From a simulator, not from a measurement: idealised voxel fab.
Presented below is a process module, voxel released beams.
Pictured: cross-section cut, 205 nm wide, on a grid of 5 nm square cells.
A cross-section is a grid of square cells, given in bands from the top down. A band is one or more rows of cells. Heights first: top, then bottom, in nm. Then materials, left to right, each with a width in nm. "everywhere" on a single material: fills the band edge to edge. "blank": empty space. The reference from which all heights are counted is 0, the level beneath which the as-received wafer is entirely one material; the lowest band, having no lower bound, proceeds downward and is written after the example "0..down". The notation "30->40" denotes a width that varies across the rows of cells in the band, beginning at the first number in the top row, finishing at the second number in the bottom row, and changing by an identical amount from each row to the next. Given "nothing altered" for a step, no cell of the cross-section differs between before and after that step. The entry titled "Sealed void list" provides the empty spaces that have no open way to the top, restricted to those of 8 cells or more. Each is presented as width x height at distance, the distance being measured from the left edge, with all three in nm. On each step's line, the part that comes after the settings is the simulator's own comment on the step. The line of a step may include "overlay nm". On a step with a mask, this value is how far to the right of its planned place the mask lay. A negative value means the mask lay to the left.
Planned step list for the process
1,RECEIVE with material Si
2,CONFORMAL_DEP with material Al2O3, thk nm 10
3,DIRECTIONAL_DEP with material SiO2, thk nm 10
4,DIRECTIONAL_DEP with material aC, thk nm 10
5,PATTERN with tone open, mask id ANCHOR, material resist, width nm 35, thk nm 25, overlay nm 0
6,DIRECTIONAL_ETCH with etch materials aC, depth nm 10
7,STRIP with etch materials resist
8,DIRECTIONAL_ETCH with etch materials SiO2, depth nm 10
9,STRIP with etch materials aC
10,CONFORMAL_DEP with material polySi, thk nm 15
11,MASKED_ETCH with tone cover, mask id BEAM, width nm 85, etch materials polySi, depth nm 15, overlay nm 0
12,STRIP with etch materials SiO2
First wafer out of two, processed as planned
Cross-section of the incoming wafer, state after step 1
  0..down = Si everywhere
  Sealed void list: none
after step 2
  10..0 = Al2O3 everywhere
  Note: structure below 0 unchanged.
after step 3
  20..10 = SiO2 everywhere
  Note: structure below 10 unchanged.
after step 4
  30..20 = aC everywhere
  Note: structure below 20 unchanged.
after step 5
  55..30 = 60 of resist  35 of blank  110 of resist
  Note: structure below 30 unchanged.
after step 6
  45..30 = 60 of resist  35 of blank  110 of resist
  30..20 = 60 of aC  35 of blank  110 of aC
  Note: structure below 20 unchanged.
after step 7
  30..20 = 60 of aC  35 of blank  110 of aC
  Note: structure below 20 unchanged.
after step 8
  30..20 = 60 of aC  35 of blank  110 of aC
  20..10 = 60 of SiO2  35 of blank  110 of SiO2
  Note: structure below 10 unchanged.
after step 9
  20..10 = 60 of SiO2  35 of blank  110 of SiO2
  Note: structure below 10 unchanged.
after step 10
  35..25 = 75 of polySi  5 of blank  125 of polySi
  25..20 = polySi everywhere
  20..10 = 60 of SiO2  35 of polySi  110 of SiO2
  Note: structure below 10 unchanged.
after step 11
  35..25 = 55 of blank  20 of polySi  5 of blank  60 of polySi  65 of blank
  25..20 = 55 of blank  85 of polySi  65 of blank
  Note: structure below 20 unchanged.
after step 12
  35..25 = 55 of blank  20 of polySi  5 of blank  60 of polySi  65 of blank
  25..20 = 55 of blank  85 of polySi  65 of blank
  20..10 = 60 of blank  35 of polySi  110 of blank
  Note: structure below 10 unchanged.
Second Wafer (Identical Start and Plan, One Processing Error; Matches First Wafer Through Step 10)
At the planned end of step 11, the second wafer in cross-section
  35..30 = 55 of blank  20 of polySi  5 of blank  60 of polySi  65 of blank
  Note: structure below 30 unchanged.
At the planned end of step 12, the second wafer in cross-section: nothing altered
So what did we get wrong on this run? step 11 ran with different settings than intended, the actual operation and settings being MASKED_ETCH with tone cover, mask id BEAM, width nm 85, etch materials polySi, depth nm 5, overlay nm 0
In the final state, the cell counts of the second wafer exceed or fall short of those of the first for the following materials: 68 more of SiO2 | 48 more of polySi
